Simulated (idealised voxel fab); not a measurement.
Process module heading - voxel ribs on slabs
The cross-section on display is named cut; it measures 225 nm wide, and its cells are 5 nm squares.
Cross-sections here: square-cell grids, written as top-down lists of bands, a band being one or more rows of cells. Band entry format. Leading values: height of top, height of bottom, nm. Remainder: materials in left-to-right order, each with its width in nm. Special words: "throughout" on a single material, which then fills the band edge to edge; "blank", empty space. Measure heights from 0. That's the level where, below it, the as-received wafer is all one material. The lowest band is bottomless and extends downward; write it as in "0 nm and below". Graded width ("30->40"): value in top row of band = first number; value in bottom row = second number; row-to-row change constant. Any step labelled "no alteration" changed none of the cells in the cross-section. This entry, "Closed void inventory", enumerates those empty regions of no fewer than 8 cells that possess no open connection to the top. Each region is reported in the form width x height at distance, the distance being taken from the left edge, with all three quantities expressed in nm. Note: text after step settings on the step line = simulator remark on that step. overlay nm, on a step with a mask: how far to the right of its planned place the mask lay; to the left if negative. Read each pair as before and after one process step. The after cross-section shows only down to the lowest band that changed. The step between them and its settings are given below the pair. Pairs can come from different runs of this module on the same starting wafer. A pair continues from the pair above only where its "Ex-ante state" entry says so.
### Ex-ante state
  0 nm and below | Si throughout
  Closed void inventory: none
### State After Step
  25 nm to 0 nm | SiO2 throughout
  Nothing below the height 0 has changed.
  Closed void inventory: none
It is this step that lies between the two cross-sections above: DIRECTIONAL_DEP (material SiO2; thk nm 25)
Ex-ante state: see the after view in the pair directly above.
### State After Step
  45 nm to 25 nm | SiN throughout
  Nothing below the height 25 has changed.
  Closed void inventory: none
It is this step that lies between the two cross-sections above: DIRECTIONAL_DEP (material SiN; thk nm 20)
Ex-ante state: see the after view in the pair directly above.
### State After Step
  45 nm to 35 nm | 95 blank  30 SiN  100 blank
  Nothing below the height 35 has changed.
  Closed void inventory: none
It is this step that lies between the two cross-sections above: MASKED_ETCH (tone cover; mask id RIB; width nm 30; etch materials SiN; depth nm 10; overlay nm 0)
Ex-ante state: see the after view in the pair directly above.
### State After Step
  65 nm to 45 nm | 70 blank  80 resist  75 blank
  45 nm to 35 nm | 70 blank  25 resist  30 SiN  25 resist  75 blank
  Nothing below the height 35 has changed.
  Closed void inventory: none
It is this step that lies between the two cross-sections above: PATTERN (tone cover; mask id SLAB; material resist; width nm 80; thk nm 20; overlay nm 0)
Ex-ante state: see the after view in the pair directly above.
### State After Step
  65 nm to 45 nm | 70 blank  80 resist  75 blank
  45 nm to 35 nm | 70 blank  25 resist  30 SiN  25 resist  75 blank
  35 nm to 25 nm | 70 blank  80 SiN  75 blank
  Nothing below the height 25 has changed.
  Closed void inventory: none
It is this step that lies between the two cross-sections above: DIRECTIONAL_ETCH (etch materials SiN; depth nm 10)
Ex-ante state: see the after view in the pair directly above.
### State After Step
  45 nm to 35 nm | 95 blank  30 SiN  100 blank
  Nothing below the height 35 has changed.
  Closed void inventory: none
It is this step that lies between the two cross-sections above: STRIP (etch materials resist)
Ex-ante state: see the after view in the pair directly above.
### State After Step
  65 nm to 45 nm | SiO2 throughout
  45 nm to 35 nm | 95 SiO2  30 SiN  100 SiO2
  35 nm to 25 nm | 70 SiO2  80 SiN  75 SiO2
  Nothing below the height 25 has changed.
  Closed void inventory: none
It is this step that lies between the two cross-sections above: FILL_DEP (material SiO2; thk nm 20)
Ex-ante state: see the after view in the pair directly above.
### State After Step
  60 nm to 45 nm | SiO2 throughout
  Nothing below the height 45 has changed.
  Closed void inventory: none
It is this step that lies between the two cross-sections above: CMP (height nm 60)
Ex-ante state: see the after view in the pair directly above.
### State After Step
  70 nm to 60 nm | W throughout
  Nothing below the height 60 has changed.
  Closed void inventory: none
It is this step that lies between the two cross-sections above: DIRECTIONAL_DEP (material W; thk nm 10)
Ex-ante state: see the after view in the pair directly above.
### State After Step
  85 nm to 70 nm | aC throughout
  Nothing below the height 70 has changed.
  Closed void inventory: none
It is this step that lies between the two cross-sections above: DIRECTIONAL_DEP (material aC; thk nm 15)
Ex-ante state: see the after view in the pair directly above.
### State After Step
  115 nm to 85 nm | 90 blank  40 resist  95 blank
  Nothing below the height 85 has changed.
  Closed void inventory: none
It is this step that lies between the two cross-sections above: PATTERN (tone cover; mask id HEATER; material resist; width nm 40; thk nm 30; overlay nm 0)
Ex-ante state: see the after view in the pair directly above.
### State After Step
  100 nm to 85 nm | 90 blank  40 resist  95 blank
  85 nm to 70 nm | 90 blank  40 aC  95 blank
  Nothing below the height 70 has changed.
  Closed void inventory: none
It is this step that lies between the two cross-sections above: DIRECTIONAL_ETCH (etch materials aC; depth nm 15)
Ex-ante state: see the after view in the pair directly above.
### State After Step
  85 nm to 70 nm | 90 blank  40 aC  95 blank
  Nothing below the height 70 has changed.
  Closed void inventory: none
It is this step that lies between the two cross-sections above: STRIP (etch materials resist)
Ex-ante state: see the after view in the pair directly above.
### State After Step
  85 nm to 70 nm | 90 blank  40 aC  95 blank
  70 nm to 60 nm | 90 blank  40 W  95 blank
  Nothing below the height 60 has changed.
  Closed void inventory: none
It is this step that lies between the two cross-sections above: DIRECTIONAL_ETCH (etch materials W; depth nm 10)
Ex-ante state: see the after view in the pair directly above.
### State After Step
  70 nm to 60 nm | 90 blank  40 W  95 blank
  Nothing below the height 60 has changed.
  Closed void inventory: none
It is this step that lies between the two cross-sections above: STRIP (etch materials aC)
Ex-ante state: see the after view in the pair directly above.
### State After Step
  75 nm to 70 nm | 85 blank  50 SiN  90 blank
  70 nm to 65 nm | 85 blank  5 SiN  40 W  5 SiN  90 blank
  65 nm to 60 nm | 90 SiN  40 W  95 SiN
  Nothing below the height 60 has changed.
  Closed void inventory: none
It is this step that lies between the two cross-sections above: CONFORMAL_DEP (material SiN; thk nm 5)
### Ex-ante state
  45 nm to 25 nm | SiN throughout
  25 nm to 0 nm | SiO2 throughout
  0 nm and below | Si throughout
  Closed void inventory: none
### State After Step
  65 nm to 25 nm | SiN throughout
  Nothing below the height 25 has changed.
  Closed void inventory: none
It is this step that lies between the two cross-sections above: DIRECTIONAL_DEP (material SiN; thk nm 20)
Ex-ante state: see the after view in the pair directly above.
### State After Step
  65 nm to 55 nm | 95 blank  30 SiN  100 blank
  Nothing below the height 55 has changed.
  Closed void inventory: none
It is this step that lies between the two cross-sections above: MASKED_ETCH (tone cover; mask id RIB; width nm 30; etch materials SiN; depth nm 10; overlay nm 0)
Ex-ante state: see the after view in the pair directly above.
### State After Step
  85 nm to 65 nm | 70 blank  80 resist  75 blank
  65 nm to 55 nm | 70 blank  25 resist  30 SiN  25 resist  75 blank
  Nothing below the height 55 has changed.
  Closed void inventory: none
It is this step that lies between the two cross-sections above: PATTERN (tone cover; mask id SLAB; material resist; width nm 80; thk nm 20; overlay nm 0)
Ex-ante state: see the after view in the pair directly above.
### State After Step
  85 nm to 65 nm | 70 blank  80 resist  75 blank
  65 nm to 55 nm | 70 blank  25 resist  30 SiN  25 resist  75 blank
  55 nm to 45 nm | 70 blank  80 SiN  75 blank
  Nothing below the height 45 has changed.
  Closed void inventory: none
It is this step that lies between the two cross-sections above: DIRECTIONAL_ETCH (etch materials SiN; depth nm 10)
Ex-ante state: see the after view in the pair directly above.
### State After Step
  65 nm to 55 nm | 95 blank  30 SiN  100 blank
  Nothing below the height 55 has changed.
  Closed void inventory: none
It is this step that lies between the two cross-sections above: STRIP (etch materials resist)
Ex-ante state: see the after view in the pair directly above.
### State After Step
  85 nm to 65 nm | SiO2 throughout
  65 nm to 55 nm | 95 SiO2  30 SiN  100 SiO2
  55 nm to 45 nm | 70 SiO2  80 SiN  75 SiO2
  Nothing below the height 45 has changed.
  Closed void inventory: none
It is this step that lies between the two cross-sections above: FILL_DEP (material SiO2; thk nm 20)
Ex-ante state: see the after view in the pair directly above.
### State After Step
  60 nm to 55 nm | 95 SiO2  30 SiN  100 SiO2
  Nothing below the height 55 has changed.
  Closed void inventory: none
It is this step that lies between the two cross-sections above: CMP (height nm 60)
Ex-ante state: see the after view in the pair directly above.
### State After Step
  70 nm to 60 nm | W throughout
  Nothing below the height 60 has changed.
  Closed void inventory: none
It is this step that lies between the two cross-sections above: DIRECTIONAL_DEP (material W; thk nm 10)
Ex-ante state: see the after view in the pair directly above.
### State After Step
  85 nm to 70 nm | aC throughout
  Nothing below the height 70 has changed.
  Closed void inventory: none
It is this step that lies between the two cross-sections above: DIRECTIONAL_DEP (material aC; thk nm 15)
Ex-ante state: see the after view in the pair directly above.
### State After Step
  115 nm to 85 nm | 90 blank  40 resist  95 blank
  Nothing below the height 85 has changed.
  Closed void inventory: none
It is this step that lies between the two cross-sections above: PATTERN (tone cover; mask id HEATER; material resist; width nm 40; thk nm 30; overlay nm 0)
Ex-ante state: see the after view in the pair directly above.
### State After Step
  100 nm to 85 nm | 90 blank  40 resist  95 blank
  85 nm to 70 nm | 90 blank  40 aC  95 blank
  Nothing below the height 70 has changed.
  Closed void inventory: none
It is this step that lies between the two cross-sections above: DIRECTIONAL_ETCH (etch materials aC; depth nm 15)
Ex-ante state: see the after view in the pair directly above.
### State After Step
  85 nm to 70 nm | 90 blank  40 aC  95 blank
  Nothing below the height 70 has changed.
  Closed void inventory: none
It is this step that lies between the two cross-sections above: STRIP (etch materials resist)
Ex-ante state: see the after view in the pair directly above.
### State After Step
  85 nm to 70 nm | 90 blank  40 aC  95 blank
  70 nm to 60 nm | 90 blank  40 W  95 blank
  Nothing below the height 60 has changed.
  Closed void inventory: none
It is this step that lies between the two cross-sections above: DIRECTIONAL_ETCH (etch materials W; depth nm 10)
Ex-ante state: see the after view in the pair directly above.
### State After Step
  70 nm to 60 nm | 90 blank  40 W  95 blank
  Nothing below the height 60 has changed.
  Closed void inventory: none
It is this step that lies between the two cross-sections above: STRIP (etch materials aC)
Ex-ante state: see the after view in the pair directly above.
### State After Step
  75 nm to 70 nm | 85 blank  50 SiN  90 blank
  70 nm to 65 nm | 85 blank  5 SiN  40 W  5 SiN  90 blank
  65 nm to 60 nm | 90 SiN  40 W  95 SiN
  Nothing below the height 60 has changed.
  Closed void inventory: none
It is this step that lies between the two cross-sections above: CONFORMAL_DEP (material SiN; thk nm 5)
### Ex-ante state
  0 nm and below | Si throughout
  Closed void inventory: none
### State After Step
  20 nm to 0 nm | SiN throughout
  Nothing below the height 0 has changed.
  Closed void inventory: none
It is this step that lies between the two cross-sections above: DIRECTIONAL_DEP (material SiN; thk nm 20)
Ex-ante state: see the after view in the pair directly above.
### State After Step
  45 nm to 20 nm | SiO2 throughout
  Nothing below the height 20 has changed.
  Closed void inventory: none
It is this step that lies between the two cross-sections above: DIRECTIONAL_DEP (material SiO2; thk nm 25)
Ex-ante state: see the after view in the pair directly above.
### State After Step
  65 nm to 45 nm | 70 blank  80 resist  75 blank
  Nothing below the height 45 has changed.
  Closed void inventory: none
It is this step that lies between the two cross-sections above: PATTERN (tone cover; mask id SLAB; material resist; width nm 80; thk nm 20; overlay nm 0)
Ex-ante state: see the after view in the pair directly above.
### State After Step
  45 nm to 20 nm | SiO2 throughout
  Nothing below the height 20 has changed.
  Closed void inventory: none
It is this step that lies between the two cross-sections above: STRIP (etch materials resist)
Ex-ante state: see the after view in the pair directly above.
### State After Step
  65 nm to 20 nm | SiO2 throughout
  Nothing below the height 20 has changed.
  Closed void inventory: none
It is this step that lies between the two cross-sections above: FILL_DEP (material SiO2; thk nm 20)
Ex-ante state: see the after view in the pair directly above.
### State After Step
  60 nm to 20 nm | SiO2 throughout
  Nothing below the height 20 has changed.
  Closed void inventory: none
It is this step that lies between the two cross-sections above: CMP (height nm 60)
Ex-ante state: see the after view in the pair directly above.
### State After Step
  70 nm to 60 nm | W throughout
  Nothing below the height 60 has changed.
  Closed void inventory: none
It is this step that lies between the two cross-sections above: DIRECTIONAL_DEP (material W; thk nm 10)
Ex-ante state: see the after view in the pair directly above.
### State After Step
  85 nm to 70 nm | aC throughout
  Nothing below the height 70 has changed.
  Closed void inventory: none
It is this step that lies between the two cross-sections above: DIRECTIONAL_DEP (material aC; thk nm 15)
Ex-ante state: see the after view in the pair directly above.
### State After Step
  115 nm to 85 nm | 90 blank  40 resist  95 blank
  Nothing below the height 85 has changed.
  Closed void inventory: none
It is this step that lies between the two cross-sections above: PATTERN (tone cover; mask id HEATER; material resist; width nm 40; thk nm 30; overlay nm 0)
Ex-ante state: see the after view in the pair directly above.
### State After Step
  100 nm to 85 nm | 90 blank  40 resist  95 blank
  85 nm to 70 nm | 90 blank  40 aC  95 blank
  Nothing below the height 70 has changed.
  Closed void inventory: none
It is this step that lies between the two cross-sections above: DIRECTIONAL_ETCH (etch materials aC; depth nm 15)
Ex-ante state: see the after view in the pair directly above.
### State After Step
  85 nm to 70 nm | 90 blank  40 aC  95 blank
  Nothing below the height 70 has changed.
  Closed void inventory: none
It is this step that lies between the two cross-sections above: STRIP (etch materials resist)
Ex-ante state: see the after view in the pair directly above.
### State After Step
  85 nm to 70 nm | 90 blank  40 aC  95 blank
  70 nm to 60 nm | 90 blank  40 W  95 blank
  Nothing below the height 60 has changed.
  Closed void inventory: none
It is this step that lies between the two cross-sections above: DIRECTIONAL_ETCH (etch materials W; depth nm 10)
Ex-ante state: see the after view in the pair directly above.
### State After Step
  70 nm to 60 nm | 90 blank  40 W  95 blank
  Nothing below the height 60 has changed.
  Closed void inventory: none
It is this step that lies between the two cross-sections above: STRIP (etch materials aC)
Ex-ante state: see the after view in the pair directly above.
### State After Step
  75 nm to 70 nm | 85 blank  50 SiN  90 blank
  70 nm to 65 nm | 85 blank  5 SiN  40 W  5 SiN  90 blank
  65 nm to 60 nm | 90 SiN  40 W  95 SiN
  Nothing below the height 60 has changed.
  Closed void inventory: none
It is this step that lies between the two cross-sections above: CONFORMAL_DEP (material SiN; thk nm 5)
### Ex-ante state
  85 nm to 70 nm | 90 blank  40 aC  95 blank
  70 nm to 60 nm | W throughout
  60 nm to 45 nm | SiO2 throughout
  45 nm to 35 nm | 95 SiO2  30 SiN  100 SiO2
  35 nm to 25 nm | 70 SiO2  80 SiN  75 SiO2
  25 nm to 0 nm | SiO2 throughout
  0 nm and below | Si throughout
  Closed void inventory: none
### State After Step
  85 nm to 70 nm | 90 blank  40 aC  95 blank
  70 nm to 65 nm | 90 blank  40 W  95 blank
  Nothing below the height 65 has changed.
  Closed void inventory: none
It is this step that lies between the two cross-sections above: DIRECTIONAL_ETCH (etch materials W; depth nm 5)
Ex-ante state: see the after view in the pair directly above.
### State After Step
  70 nm to 65 nm | 90 blank  40 W  95 blank
  Nothing below the height 65 has changed.
  Closed void inventory: none
It is this step that lies between the two cross-sections above: STRIP (etch materials aC)
Ex-ante state: see the after view in the pair directly above.
### State After Step
  75 nm to 70 nm | 85 blank  50 SiN  90 blank
  70 nm to 65 nm | 90 SiN  40 W  95 SiN
  Nothing below the height 65 has changed.
  Closed void inventory: none
It is this step that lies between the two cross-sections above: CONFORMAL_DEP (material SiN; thk nm 5)
### Ex-ante state
  45 nm to 35 nm | 95 blank  30 SiN  100 blank
  35 nm to 25 nm | SiN throughout
  25 nm to 0 nm | SiO2 throughout
  0 nm and below | Si throughout
  Closed void inventory: none
### State After Step
  65 nm to 45 nm | 70 blank  85 resist  70 blank
  45 nm to 35 nm | 70 blank  25 resist  30 SiN  30 resist  70 blank
  Nothing below the height 35 has changed.
  Closed void inventory: none
It is this step that lies between the two cross-sections above: PATTERN (tone cover; mask id SLAB; material resist; width nm 85; thk nm 20; overlay nm 0)
Ex-ante state: see the after view in the pair directly above.
### State After Step
  65 nm to 45 nm | 70 blank  85 resist  70 blank
  45 nm to 35 nm | 70 blank  25 resist  30 SiN  30 resist  70 blank
  35 nm to 25 nm | 70 blank  85 SiN  70 blank
  Nothing below the height 25 has changed.
  Closed void inventory: none
It is this step that lies between the two cross-sections above: DIRECTIONAL_ETCH (etch materials SiN; depth nm 10)
Ex-ante state: see the after view in the pair directly above.
### State After Step
  45 nm to 35 nm | 95 blank  30 SiN  100 blank
  Nothing below the height 35 has changed.
  Closed void inventory: none
It is this step that lies between the two cross-sections above: STRIP (etch materials resist)
Ex-ante state: see the after view in the pair directly above.
### State After Step
  65 nm to 45 nm | SiO2 throughout
  45 nm to 35 nm | 95 SiO2  30 SiN  100 SiO2
  35 nm to 25 nm | 70 SiO2  85 SiN  70 SiO2
  Nothing below the height 25 has changed.
  Closed void inventory: none
It is this step that lies between the two cross-sections above: FILL_DEP (material SiO2; thk nm 20)
Ex-ante state: see the after view in the pair directly above.
### State After Step
  60 nm to 45 nm | SiO2 throughout
  Nothing below the height 45 has changed.
  Closed void inventory: none
It is this step that lies between the two cross-sections above: CMP (height nm 60)
Ex-ante state: see the after view in the pair directly above.
### State After Step
  70 nm to 60 nm | W throughout
  Nothing below the height 60 has changed.
  Closed void inventory: none
It is this step that lies between the two cross-sections above: DIRECTIONAL_DEP (material W; thk nm 10)
Ex-ante state: see the after view in the pair directly above.
### State After Step
  85 nm to 70 nm | aC throughout
  Nothing below the height 70 has changed.
  Closed void inventory: none
It is this step that lies between the two cross-sections above: DIRECTIONAL_DEP (material aC; thk nm 15)
Ex-ante state: see the after view in the pair directly above.
### State After Step
  115 nm to 85 nm | 90 blank  40 resist  95 blank
  Nothing below the height 85 has changed.
  Closed void inventory: none
It is this step that lies between the two cross-sections above: PATTERN (tone cover; mask id HEATER; material resist; width nm 40; thk nm 30; overlay nm 0)
Ex-ante state: see the after view in the pair directly above.
### State After Step
  100 nm to 85 nm | 90 blank  40 resist  95 blank
  85 nm to 70 nm | 90 blank  40 aC  95 blank
  Nothing below the height 70 has changed.
  Closed void inventory: none
It is this step that lies between the two cross-sections above: DIRECTIONAL_ETCH (etch materials aC; depth nm 15)
Ex-ante state: see the after view in the pair directly above.
### State After Step
  85 nm to 70 nm | 90 blank  40 aC  95 blank
  Nothing below the height 70 has changed.
  Closed void inventory: none
It is this step that lies between the two cross-sections above: STRIP (etch materials resist)
Ex-ante state: see the after view in the pair directly above.
### State After Step
  85 nm to 70 nm | 90 blank  40 aC  95 blank
  70 nm to 60 nm | 90 blank  40 W  95 blank
  Nothing below the height 60 has changed.
  Closed void inventory: none
It is this step that lies between the two cross-sections above: DIRECTIONAL_ETCH (etch materials W; depth nm 10)
Ex-ante state: see the after view in the pair directly above.
### State After Step
  70 nm to 60 nm | 90 blank  40 W  95 blank
  Nothing below the height 60 has changed.
  Closed void inventory: none
It is this step that lies between the two cross-sections above: STRIP (etch materials aC)
Ex-ante state: see the after view in the pair directly above.
### State After Step
  75 nm to 70 nm | 85 blank  50 SiN  90 blank
  70 nm to 65 nm | 85 blank  5 SiN  40 W  5 SiN  90 blank
  65 nm to 60 nm | 90 SiN  40 W  95 SiN
  Nothing below the height 60 has changed.
  Closed void inventory: none
It is this step that lies between the two cross-sections above: CONFORMAL_DEP (material SiN; thk nm 5)
### Ex-ante state
  45 nm to 25 nm | SiN throughout
  25 nm to 0 nm | SiO2 throughout
  0 nm and below | Si throughout
  Closed void inventory: none
### State After Step
  45 nm to 35 nm | 85 blank  30 SiN  110 blank
  Nothing below the height 35 has changed.
  Closed void inventory: none
It is this step that lies between the two cross-sections above: MASKED_ETCH (tone cover; mask id RIB; width nm 30; etch materials SiN; depth nm 10; overlay nm -10)
Ex-ante state: see the after view in the pair directly above.
### State After Step
  65 nm to 45 nm | 70 blank  80 resist  75 blank
  45 nm to 35 nm | 70 blank  15 resist  30 SiN  35 resist  75 blank
  Nothing below the height 35 has changed.
  Closed void inventory: none
It is this step that lies between the two cross-sections above: PATTERN (tone cover; mask id SLAB; material resist; width nm 80; thk nm 20; overlay nm 0)
Ex-ante state: see the after view in the pair directly above.
### State After Step
  65 nm to 45 nm | 70 blank  80 resist  75 blank
  45 nm to 35 nm | 70 blank  15 resist  30 SiN  35 resist  75 blank
  35 nm to 25 nm | 70 blank  80 SiN  75 blank
  Nothing below the height 25 has changed.
  Closed void inventory: none
It is this step that lies between the two cross-sections above: DIRECTIONAL_ETCH (etch materials SiN; depth nm 10)
Ex-ante state: see the after view in the pair directly above.
### State After Step
  45 nm to 35 nm | 85 blank  30 SiN  110 blank
  Nothing below the height 35 has changed.
  Closed void inventory: none
It is this step that lies between the two cross-sections above: STRIP (etch materials resist)
Ex-ante state: see the after view in the pair directly above.
### State After Step
  65 nm to 45 nm | SiO2 throughout
  45 nm to 35 nm | 85 SiO2  30 SiN  110 SiO2
  35 nm to 25 nm | 70 SiO2  80 SiN  75 SiO2
  Nothing below the height 25 has changed.
  Closed void inventory: none
It is this step that lies between the two cross-sections above: FILL_DEP (material SiO2; thk nm 20)
Ex-ante state: see the after view in the pair directly above.
### State After Step
  60 nm to 45 nm | SiO2 throughout
  Nothing below the height 45 has changed.
  Closed void inventory: none
It is this step that lies between the two cross-sections above: CMP (height nm 60)
Ex-ante state: see the after view in the pair directly above.
### State After Step
  70 nm to 60 nm | W throughout
  Nothing below the height 60 has changed.
  Closed void inventory: none
It is this step that lies between the two cross-sections above: DIRECTIONAL_DEP (material W; thk nm 10)
Ex-ante state: see the after view in the pair directly above.
### State After Step
  85 nm to 70 nm | aC throughout
  Nothing below the height 70 has changed.
  Closed void inventory: none
It is this step that lies between the two cross-sections above: DIRECTIONAL_DEP (material aC; thk nm 15)
Ex-ante state: see the after view in the pair directly above.
### State After Step
  115 nm to 85 nm | 90 blank  40 resist  95 blank
  Nothing below the height 85 has changed.
  Closed void inventory: none
It is this step that lies between the two cross-sections above: PATTERN (tone cover; mask id HEATER; material resist; width nm 40; thk nm 30; overlay nm 0)
Ex-ante state: see the after view in the pair directly above.
### State After Step
  100 nm to 85 nm | 90 blank  40 resist  95 blank
  85 nm to 70 nm | 90 blank  40 aC  95 blank
  Nothing below the height 70 has changed.
  Closed void inventory: none
It is this step that lies between the two cross-sections above: DIRECTIONAL_ETCH (etch materials aC; depth nm 15)
Ex-ante state: see the after view in the pair directly above.
### State After Step
  85 nm to 70 nm | 90 blank  40 aC  95 blank
  Nothing below the height 70 has changed.
  Closed void inventory: none
It is this step that lies between the two cross-sections above: STRIP (etch materials resist)
Ex-ante state: see the after view in the pair directly above.
### State After Step
  85 nm to 70 nm | 90 blank  40 aC  95 blank
  70 nm to 60 nm | 90 blank  40 W  95 blank
  Nothing below the height 60 has changed.
  Closed void inventory: none
It is this step that lies between the two cross-sections above: DIRECTIONAL_ETCH (etch materials W; depth nm 10)
Ex-ante state: see the after view in the pair directly above.
### State After Step
  70 nm to 60 nm | 90 blank  40 W  95 blank
  Nothing below the height 60 has changed.
  Closed void inventory: none
It is this step that lies between the two cross-sections above: STRIP (etch materials aC)
Ex-ante state: see the after view in the pair directly above.
### State After Step
  75 nm to 70 nm | 85 blank  50 SiN  90 blank
  70 nm to 65 nm | 85 blank  5 SiN  40 W  5 SiN  90 blank
  65 nm to 60 nm | 90 SiN  40 W  95 SiN
  Nothing below the height 60 has changed.
  Closed void inventory: none
It is this step that lies between the two cross-sections above: CONFORMAL_DEP (material SiN; thk nm 5)
### Ex-ante state
  0 nm and below | Si throughout
  Closed void inventory: none
### State After Step
  25 nm to 0 nm | W throughout
  Nothing below the height 0 has changed.
  Closed void inventory: none
It is this step that lies between the two cross-sections above: DIRECTIONAL_DEP (material W; thk nm 25)
Ex-ante state: see the after view in the pair directly above.
### State After Step
  45 nm to 25 nm | SiN throughout
  Nothing below the height 25 has changed.
  Closed void inventory: none
It is this step that lies between the two cross-sections above: DIRECTIONAL_DEP (material SiN; thk nm 20)
Ex-ante state: see the after view in the pair directly above.
### State After Step
  45 nm to 35 nm | 95 blank  30 SiN  100 blank
  Nothing below the height 35 has changed.
  Closed void inventory: none
It is this step that lies between the two cross-sections above: MASKED_ETCH (tone cover; mask id RIB; width nm 30; etch materials SiN; depth nm 10; overlay nm 0)
Ex-ante state: see the after view in the pair directly above.
### State After Step
  65 nm to 45 nm | 70 blank  80 resist  75 blank
  45 nm to 35 nm | 70 blank  25 resist  30 SiN  25 resist  75 blank
  Nothing below the height 35 has changed.
  Closed void inventory: none
It is this step that lies between the two cross-sections above: PATTERN (tone cover; mask id SLAB; material resist; width nm 80; thk nm 20; overlay nm 0)
Ex-ante state: see the after view in the pair directly above.
### State After Step
  65 nm to 45 nm | 70 blank  80 resist  75 blank
  45 nm to 35 nm | 70 blank  25 resist  30 SiN  25 resist  75 blank
  35 nm to 25 nm | 70 blank  80 SiN  75 blank
  Nothing below the height 25 has changed.
  Closed void inventory: none
It is this step that lies between the two cross-sections above: DIRECTIONAL_ETCH (etch materials SiN; depth nm 10)
Ex-ante state: see the after view in the pair directly above.
### State After Step
  45 nm to 35 nm | 95 blank  30 SiN  100 blank
  Nothing below the height 35 has changed.
  Closed void inventory: none
It is this step that lies between the two cross-sections above: STRIP (etch materials resist)
Ex-ante state: see the after view in the pair directly above.
### State After Step
  65 nm to 45 nm | SiO2 throughout
  45 nm to 35 nm | 95 SiO2  30 SiN  100 SiO2
  35 nm to 25 nm | 70 SiO2  80 SiN  75 SiO2
  Nothing below the height 25 has changed.
  Closed void inventory: none
It is this step that lies between the two cross-sections above: FILL_DEP (material SiO2; thk nm 20)
Ex-ante state: see the after view in the pair directly above.
### State After Step
  60 nm to 45 nm | SiO2 throughout
  Nothing below the height 45 has changed.
  Closed void inventory: none
It is this step that lies between the two cross-sections above: CMP (height nm 60)
Ex-ante state: see the after view in the pair directly above.
### State After Step
  70 nm to 60 nm | W throughout
  Nothing below the height 60 has changed.
  Closed void inventory: none
It is this step that lies between the two cross-sections above: DIRECTIONAL_DEP (material W; thk nm 10)
Ex-ante state: see the after view in the pair directly above.
### State After Step
  85 nm to 70 nm | aC throughout
  Nothing below the height 70 has changed.
  Closed void inventory: none
It is this step that lies between the two cross-sections above: DIRECTIONAL_DEP (material aC; thk nm 15)
Ex-ante state: see the after view in the pair directly above.
### State After Step
  115 nm to 85 nm | 90 blank  40 resist  95 blank
  Nothing below the height 85 has changed.
  Closed void inventory: none
It is this step that lies between the two cross-sections above: PATTERN (tone cover; mask id HEATER; material resist; width nm 40; thk nm 30; overlay nm 0)
Ex-ante state: see the after view in the pair directly above.
### State After Step
  100 nm to 85 nm | 90 blank  40 resist  95 blank
  85 nm to 70 nm | 90 blank  40 aC  95 blank
  Nothing below the height 70 has changed.
  Closed void inventory: none
It is this step that lies between the two cross-sections above: DIRECTIONAL_ETCH (etch materials aC; depth nm 15)
Ex-ante state: see the after view in the pair directly above.
### State After Step
  85 nm to 70 nm | 90 blank  40 aC  95 blank
  Nothing below the height 70 has changed.
  Closed void inventory: none
It is this step that lies between the two cross-sections above: STRIP (etch materials resist)
Ex-ante state: see the after view in the pair directly above.
### State After Step
  85 nm to 70 nm | 90 blank  40 aC  95 blank
  70 nm to 60 nm | 90 blank  40 W  95 blank
  Nothing below the height 60 has changed.
  Closed void inventory: none
It is this step that lies between the two cross-sections above: DIRECTIONAL_ETCH (etch materials W; depth nm 10)
Ex-ante state: see the after view in the pair directly above.
### State After Step
  70 nm to 60 nm | 90 blank  40 W  95 blank
  Nothing below the height 60 has changed.
  Closed void inventory: none
It is this step that lies between the two cross-sections above: STRIP (etch materials aC)
Ex-ante state: see the after view in the pair directly above.
### State After Step
  75 nm to 70 nm | 85 blank  50 SiN  90 blank
  70 nm to 65 nm | 85 blank  5 SiN  40 W  5 SiN  90 blank
  65 nm to 60 nm | 90 SiN  40 W  95 SiN
  Nothing below the height 60 has changed.
  Closed void inventory: none
It is this step that lies between the two cross-sections above: CONFORMAL_DEP (material SiN; thk nm 5)
### Ex-ante state
  85 nm to 70 nm | aC throughout
  70 nm to 60 nm | W throughout
  60 nm to 45 nm | SiO2 throughout
  45 nm to 35 nm | 95 SiO2  30 SiN  100 SiO2
  35 nm to 25 nm | 70 SiO2  80 SiN  75 SiO2
  25 nm to 0 nm | SiO2 throughout
  0 nm and below | Si throughout
  Closed void inventory: none
### State After Step
  115 nm to 85 nm | 90 resist  40 blank  95 resist
  Nothing below the height 85 has changed.
  Closed void inventory: none
It is this step that lies between the two cross-sections above: PATTERN (tone open; mask id HEATER; material resist; width nm 40; thk nm 30; overlay nm 0)
Ex-ante state: see the after view in the pair directly above.
### State After Step
  100 nm to 85 nm | 90 resist  40 blank  95 resist
  85 nm to 70 nm | 90 aC  40 blank  95 aC
  Nothing below the height 70 has changed.
  Closed void inventory: none
It is this step that lies between the two cross-sections above: DIRECTIONAL_ETCH (etch materials aC; depth nm 15)
Ex-ante state: see the after view in the pair directly above.
### State After Step
  85 nm to 70 nm | 90 aC  40 blank  95 aC
  Nothing below the height 70 has changed.
  Closed void inventory: none
It is this step that lies between the two cross-sections above: STRIP (etch materials resist)
Ex-ante state: see the after view in the pair directly above.
### State After Step
  85 nm to 70 nm | 90 aC  40 blank  95 aC
  70 nm to 60 nm | 90 W  40 blank  95 W
  Nothing below the height 60 has changed.
  Closed void inventory: none
It is this step that lies between the two cross-sections above: DIRECTIONAL_ETCH (etch materials W; depth nm 10)
Ex-ante state: see the after view in the pair directly above.
### State After Step
  70 nm to 60 nm | 90 W  40 blank  95 W
  Nothing below the height 60 has changed.
  Closed void inventory: none
It is this step that lies between the two cross-sections above: STRIP (etch materials aC)
Ex-ante state: see the after view in the pair directly above.
### State After Step
  75 nm to 70 nm | 95 SiN  30 blank  100 SiN
  70 nm to 65 nm | 90 W  5 SiN  30 blank  5 SiN  95 W
  65 nm to 60 nm | 90 W  40 SiN  95 W
  Nothing below the height 60 has changed.
  Closed void inventory: none
It is this step that lies between the two cross-sections above: CONFORMAL_DEP (material SiN; thk nm 5)
